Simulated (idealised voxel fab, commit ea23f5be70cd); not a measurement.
Presented below is a process module, voxel capacitor over wiring.
Pictured: cross-section cut, 225 nm wide, on a grid of 5 nm square cells.
Each cross-section below is a grid of square cells, stated as bands in top-down order, with one or more rows of cells making up each band.
What a band's entry tells you: where the top is and where the bottom is, as heights in nm, and after that what lies inside, material by material from left to right, each with its width in nm. Empty space is written as the word "blank", and a single material marked with the word "full width" occupies the band from edge to edge.
Convention: height 0 is the level below which the wafer, as received, is all one material. The lowest band does not terminate at the bottom but continues downward, represented as "0 and below".
Width "30..40": first value at the band's top row of cells, second value at its bottom row, equal change from row to row.
Take "nothing got changed" at face value: in the step it is given for, the cross-section changed in none of its cells.
"Enclosed void inventory" - sealed voids, min. 8 cells, no opening to top; format: width x height at distance (distance from left edge; nm throughout).
Past the settings on a step's line: simulator remark, on that step.
"overlay nm", when on a step's line for a step with a mask, measures how far to the right of its planned place the mask lay; a negative measure means to the left.
### Here's what the planned process steps look like
1,op RECEIVE | material Si
2,op CONFORMAL_DEP | material SiO2 | thk nm 15
3,op CONFORMAL_DEP | material SiN | thk nm 5
4,op DIRECTIONAL_DEP | material SiO2 | thk nm 25
5,op DIRECTIONAL_DEP | material aC | thk nm 10
6,op PATTERN | tone open | mask id METAL_1 | material resist | width nm 25 | pitch nm 85 | thk nm 30 | overlay nm 0
7,op DIRECTIONAL_ETCH | etch materials aC | depth nm 10
8,op STRIP | etch materials resist
9,op DIRECTIONAL_ETCH | etch materials SiO2 | depth nm 25
10,op DIRECTIONAL_ETCH | etch materials SiN | depth nm 5
11,op STRIP | etch materials aC
12,op CONFORMAL_DEP | material TiN | thk nm 5
13,op FILL_DEP | material Ru | thk nm 5
14,op CMP | height nm 45
15,op EPI | material Ru | thk nm 5
16,op FILL_DEP | material SiCN | thk nm 5
17,op DIRECTIONAL_DEP | material SiO2 | thk nm 15
18,op MASKED_ETCH | tone open | mask id PLUG_1 | width nm 15 | etch materials SiO2 | depth nm 15 | overlay nm 0
19,op MASKED_ETCH | tone open | mask id PLUG_1 | width nm 15 | etch materials SiCN | depth nm 5 | overlay nm 0
20,op CONFORMAL_DEP | material TiN | thk nm 5
21,op FILL_DEP | material W | thk nm 10
22,op CMP | height nm 70
23,op DIRECTIONAL_DEP | material TiN | thk nm 10
24,op DIRECTIONAL_DEP | material Al2O3 | thk nm 5
25,op DIRECTIONAL_DEP | material TiN | thk nm 10
26,op PATTERN | tone cover | mask id UPPER_PLATE | material resist | width nm 65 | thk nm 15 | overlay nm 0
27,op DIRECTIONAL_ETCH | etch materials TiN | depth nm 10
28,op DIRECTIONAL_ETCH | etch materials Al2O3 | depth nm 5
29,op STRIP | etch materials resist
30,op DIRECTIONAL_DEP | material aC | thk nm 15
31,op PATTERN | tone cover | mask id LOWER_PLATE | material resist | width nm 75 | thk nm 30 | overlay nm 0
32,op DIRECTIONAL_ETCH | etch materials aC | depth nm 15
33,op STRIP | etch materials resist
34,op DIRECTIONAL_ETCH | etch materials TiN | depth nm 10
35,op STRIP | etch materials aC
36,op FILL_DEP | material SiO2 | thk nm 15
37,op CMP | height nm 105
38,op PATTERN | tone open | mask id PLUG_2 | material resist | width nm 15 | thk nm 20 | overlay nm 0
39,op DIRECTIONAL_ETCH | etch materials SiO2 | depth nm 10
40,op STRIP | etch materials resist
41,op CONFORMAL_DEP | material TiN | thk nm 5
42,op FILL_DEP | material Cu | thk nm 10
43,op CMP | height nm 105
44,op CONFORMAL_DEP | material SiCN | thk nm 5
### Cross-section: wafer on arrival = after step 1
* 0 and below = Si full width
* Enclosed void inventory: none
### Here's the wafer cut in cross-section after the module, started and planned just like above, except one thing was done wrong in the run
* 110 down to 105 = SiCN full width
* 105 down to 100 = 75 SiO2  5 TiN  5 Cu  5 TiN  135 SiO2
* 100 down to 95 = 75 SiO2  15 TiN  135 SiO2
* 95 down to 85 = 65 SiO2  65 TiN  95 SiO2
* 85 down to 80 = 65 SiO2  65 Al2O3  95 SiO2
* 80 down to 70 = 60 SiO2  75 TiN  90 SiO2
* 70 down to 55 = 65 SiO2  5 TiN  5 W  5 TiN  145 SiO2
* 55 down to 50 = 65 SiCN  15 TiN  145 SiCN
* 50 down to 45 = Ru full width
* 45 down to 20 = W full width
* 20 down to 15 = SiN full width
* 15 down to 0 = SiO2 full width
* 0 and below = Si full width
* Enclosed void inventory: none
So what did we get wrong on this run? step 4 went in with a setting other than planned; the actual run was op DIRECTIONAL_DEP | material W | thk nm 25
